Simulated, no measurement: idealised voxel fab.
A process module follows: voxel wiring stack.
210 nm wide, 5 nm square cells: that's cross-section cut.
Cross-section = grid of square cells, listed top down in bands; band = one or more rows. Heights first: top, then bottom, in nm. Then materials, left to right, each with a width in nm. "all across" on a single material: fills the band edge to edge. "empty": empty space. Counting heights begins at 0, where everything beneath is, in the wafer as received, one material. The lowest band has no bottom; it goes on downwards, as "from 0 down" shows. A width given as "30..40" starts at the first number in the band's top row and ends at the second number in its bottom row, shifting by an equal amount at every step from row to row. You'll sometimes find "nothing different" written for a step, and that's the way of saying that nowhere in the cross-section did a cell change during that step. So "Enclosed cavities" is basically the list of trapped voids: any empty space of 8 cells or more that can't reach the top through an opening. They're written width x height at distance, the distance being from the left edge, and it's all nm. Where a step's line continues beyond its settings, the continuation is a remark by the simulator itself on that step. A step's line can hold "overlay nm"; with a mask on that step, the setting says how far right of the planned place the mask lay, while a negative setting says it lay to the left.
-- Steps in the process plan
| 1 | RECEIVE,material Si |
| 2 | CONFORMAL_DEP,material SiO2,thk nm 15 |
| 3 | DIRECTIONAL_DEP,material TiN,thk nm 5 |
| 4 | DIRECTIONAL_DEP,material W,thk nm 20 |
| 5 | DIRECTIONAL_DEP,material aC,thk nm 10 |
| 6 | PATTERN,tone cover,mask id METAL_1,material resist,width nm 20,pitch nm 40,thk nm 25,overlay nm 0 |
| 7 | DIRECTIONAL_ETCH,etch materials aC,depth nm 10 |
| 8 | STRIP,etch materials resist |
| 9 | DIRECTIONAL_ETCH,etch materials W,depth nm 20 |
| 10 | DIRECTIONAL_ETCH,etch materials TiN,depth nm 5 |
| 11 | STRIP,etch materials aC |
| 12 | CONFORMAL_DEP,material SiN,thk nm 5 |
| 13 | FILL_DEP,material lowk,thk nm 10 |
| 14 | CMP,height nm 40 |
| 15 | CONFORMAL_DEP,material SiCN,thk nm 5 |
| 16 | DIRECTIONAL_DEP,material lowk,thk nm 25 |
| 17 | PATTERN,tone open,mask id METAL_2,material resist,width nm 20,pitch nm 40,thk nm 15,overlay nm 0 |
| 18 | DIRECTIONAL_ETCH,etch materials lowk,depth nm 15 |
| 19 | STRIP,etch materials resist |
| 20 | DIRECTIONAL_DEP,material aC,thk nm 15 |
| 21 | PATTERN,tone open,mask id METAL_2_HOLES,material resist,width nm 15,pitch nm 80,thk nm 30,overlay nm 0 |
| 22 | DIRECTIONAL_ETCH,etch materials aC,depth nm 15 |
| 23 | STRIP,etch materials resist |
| 24 | DIRECTIONAL_ETCH,etch materials lowk,depth nm 10 |
| 25 | DIRECTIONAL_ETCH,etch materials SiCN,depth nm 5 |
| 26 | STRIP,etch materials aC |
| 27 | CONFORMAL_DEP,material TiN,thk nm 5 |
| 28 | FILL_DEP,material Cu,thk nm 10 |
| 29 | CMP,height nm 70 |
| 30 | CONFORMAL_DEP,material SiCN,thk nm 5 |
| 31 | DIRECTIONAL_DEP,material lowk,thk nm 10 |
| 32 | MASKED_ETCH,tone open,mask id PLUG_2,width nm 15,pitch nm 80,etch materials lowk,depth nm 10,overlay nm 0 |
| 33 | MASKED_ETCH,tone open,mask id PLUG_2,width nm 15,pitch nm 80,etch materials SiCN,depth nm 5,overlay nm 0 |
| 34 | CONFORMAL_DEP,material TiN,thk nm 5 |
| 35 | FILL_DEP,material Cu,thk nm 10 |
| 36 | CMP,height nm 85 |
| 37 | CONFORMAL_DEP,material SiN,thk nm 5 |
| 38 | DIRECTIONAL_DEP,material SiO2,thk nm 20 |
| 39 | MASKED_ETCH,tone open,mask id METAL_3,width nm 20,pitch nm 40,etch materials SiO2,depth nm 20,overlay nm 0 |
| 40 | MASKED_ETCH,tone open,mask id METAL_3,width nm 20,pitch nm 40,etch materials SiN,depth nm 5,overlay nm 0 |
| 41 | CONFORMAL_DEP,material TiN,thk nm 5 |
| 42 | FILL_DEP,material Cu,thk nm 10 |
| 43 | CMP,height nm 110 |
| 44 | CONFORMAL_DEP,material SiCN,thk nm 5 |
| 45 | DIRECTIONAL_DEP,material lowk,thk nm 35 |
| 46 | PATTERN,tone open,mask id METAL_4_HOLES,material resist,width nm 15,pitch nm 40,thk nm 20,overlay nm 0 |
| 47 | DIRECTIONAL_ETCH,etch materials lowk,depth nm 35 |
| 48 | STRIP,etch materials resist |
| 49 | DIRECTIONAL_DEP,material aC,thk nm 10 |
| 50 | PATTERN,tone open,mask id METAL_4,material resist,width nm 20,pitch nm 40,thk nm 25,overlay nm 0 |
| 51 | DIRECTIONAL_ETCH,etch materials aC,depth nm 10 |
| 52 | STRIP,etch materials resist |
| 53 | DIRECTIONAL_ETCH,etch materials lowk,depth nm 20 |
| 54 | DIRECTIONAL_ETCH,etch materials SiCN,depth nm 5 |
| 55 | STRIP,etch materials aC |
| 56 | CONFORMAL_DEP,material TiN,thk nm 5 |
| 57 | FILL_DEP,material Ru,thk nm 10 |
| 58 | CMP,height nm 150 |
| 59 | CONFORMAL_DEP,material SiN,thk nm 5 |
-- Cross-section of the wafer at receipt, which is the condition after step 1
  from 0 down | Si all across
  Enclosed cavities: none
-- Cross-sectional view of the first of the two wafers upon completion of the module, processed in accordance with the plan
  from 155 to 150 | SiN all across
  from 150 to 135 | lowk 55 / TiN 5 / Ru 10 / TiN 5 / lowk 20 / TiN 5 / Ru 10 / TiN 5 / lowk 20 / TiN 5 / Ru 10 / TiN 5 / lowk 55
  from 135 to 130 | lowk 55 / TiN 5 / Ru 5 / TiN 10 / lowk 20 / TiN 5 / Ru 5 / TiN 10 / lowk 20 / TiN 5 / Ru 5 / TiN 10 / lowk 55
  from 130 to 115 | lowk 55 / TiN 5 / Ru 5 / TiN 5 / lowk 25 / TiN 5 / Ru 5 / TiN 5 / lowk 25 / TiN 5 / Ru 5 / TiN 5 / lowk 60
  from 115 to 110 | SiCN 55 / TiN 15 / SiCN 25 / TiN 15 / SiCN 25 / TiN 15 / SiCN 60
  from 110 to 90 | SiO2 55 / TiN 5 / Cu 10 / TiN 5 / SiO2 20 / TiN 5 / Cu 10 / TiN 5 / SiO2 20 / TiN 5 / Cu 10 / TiN 5 / SiO2 55
  from 90 to 85 | SiN 55 / TiN 20 / SiN 20 / TiN 20 / SiN 20 / TiN 20 / SiN 55
  from 85 to 75 | lowk 55 / TiN 5 / Cu 5 / TiN 5 / lowk 65 / TiN 5 / Cu 5 / TiN 5 / lowk 60
  from 75 to 70 | SiCN 55 / TiN 15 / SiCN 65 / TiN 15 / SiCN 60
  from 70 to 60 | lowk 55 / TiN 5 / Cu 10 / TiN 5 / lowk 20 / TiN 5 / Cu 10 / TiN 5 / lowk 20 / TiN 5 / Cu 10 / TiN 5 / lowk 55
  from 60 to 55 | lowk 55 / TiN 5 / Cu 5 / TiN 10 / lowk 20 / TiN 20 / lowk 20 / TiN 5 / Cu 5 / TiN 10 / lowk 55
  from 55 to 45 | lowk 55 / TiN 5 / Cu 5 / TiN 5 / lowk 65 / TiN 5 / Cu 5 / TiN 5 / lowk 60
  from 45 to 40 | SiCN 55 / TiN 15 / SiCN 65 / TiN 15 / SiCN 60
  from 40 to 20 | lowk 50 / SiN 5 / W 20 / SiN 5 / lowk 10 / SiN 5 / W 20 / SiN 5 / lowk 10 / SiN 5 / W 20 / SiN 5 / lowk 50
  from 20 to 15 | SiN 55 / TiN 20 / SiN 20 / TiN 20 / SiN 20 / TiN 20 / SiN 55
  from 15 to 0 | SiO2 all across
  from 0 down | Si all across
  Enclosed cavities: none
-- Wafer two, sectioned after the module: the first wafer's start, the first wafer's plan, and one mistake in how it was run
  from 155 to 150 | SiN all across
  from 150 to 135 | Ru 65 / TiN 5 / lowk 5 / TiN 5 / Ru 25 / TiN 5 / lowk 5 / TiN 5 / Ru 25 / TiN 5 / lowk 5 / TiN 5 / Ru 50
  from 135 to 130 | TiN 60 / Ru 5 / TiN 5 / lowk 5 / TiN 25 / Ru 5 / TiN 5 / lowk 5 / TiN 25 / Ru 5 / TiN 5 / lowk 5 / TiN 55
  from 130 to 120 | lowk 55 / TiN 5 / Ru 5 / TiN 5 / lowk 25 / TiN 5 / Ru 5 / TiN 5 / lowk 25 / TiN 5 / Ru 5 / TiN 5 / lowk 60
  from 120 to 115 | lowk 55 / TiN 15 / lowk 25 / TiN 15 / lowk 25 / TiN 15 / lowk 60
  from 115 to 110 | SiCN all across
  from 110 to 90 | SiO2 55 / TiN 5 / Cu 10 / TiN 5 / SiO2 20 / TiN 5 / Cu 10 / TiN 5 / SiO2 20 / TiN 5 / Cu 10 / TiN 5 / SiO2 55
  from 90 to 85 | SiN 55 / TiN 20 / SiN 20 / TiN 20 / SiN 20 / TiN 20 / SiN 55
  from 85 to 75 | lowk 55 / TiN 5 / Cu 5 / TiN 5 / lowk 65 / TiN 5 / Cu 5 / TiN 5 / lowk 60
  from 75 to 70 | SiCN 55 / TiN 15 / SiCN 65 / TiN 15 / SiCN 60
  from 70 to 60 | lowk 55 / TiN 5 / Cu 10 / TiN 5 / lowk 20 / TiN 5 / Cu 10 / TiN 5 / lowk 20 / TiN 5 / Cu 10 / TiN 5 / lowk 55
  from 60 to 55 | lowk 55 / TiN 5 / Cu 5 / TiN 10 / lowk 20 / TiN 20 / lowk 20 / TiN 5 / Cu 5 / TiN 10 / lowk 55
  from 55 to 45 | lowk 55 / TiN 5 / Cu 5 / TiN 5 / lowk 65 / TiN 5 / Cu 5 / TiN 5 / lowk 60
  from 45 to 40 | SiCN 55 / TiN 15 / SiCN 65 / TiN 15 / SiCN 60
  from 40 to 20 | lowk 50 / SiN 5 / W 20 / SiN 5 / lowk 10 / SiN 5 / W 20 / SiN 5 / lowk 10 / SiN 5 / W 20 / SiN 5 / lowk 50
  from 20 to 15 | SiN 55 / TiN 20 / SiN 20 / TiN 20 / SiN 20 / TiN 20 / SiN 55
  from 15 to 0 | SiO2 all across
  from 0 down | Si all across
  Enclosed cavities: none
Plan not followed: planned and actual differ for step 50; actual: PATTERN,tone cover,mask id METAL_4,material resist,width nm 20,pitch nm 40,thk nm 25,overlay nm 0
Heads up, by the end the second wafer has more or fewer cells of some materials compared to the first: 78 more of Ru, 9 more of SiCN, 21 more of TiN, 108 fewer of lowk
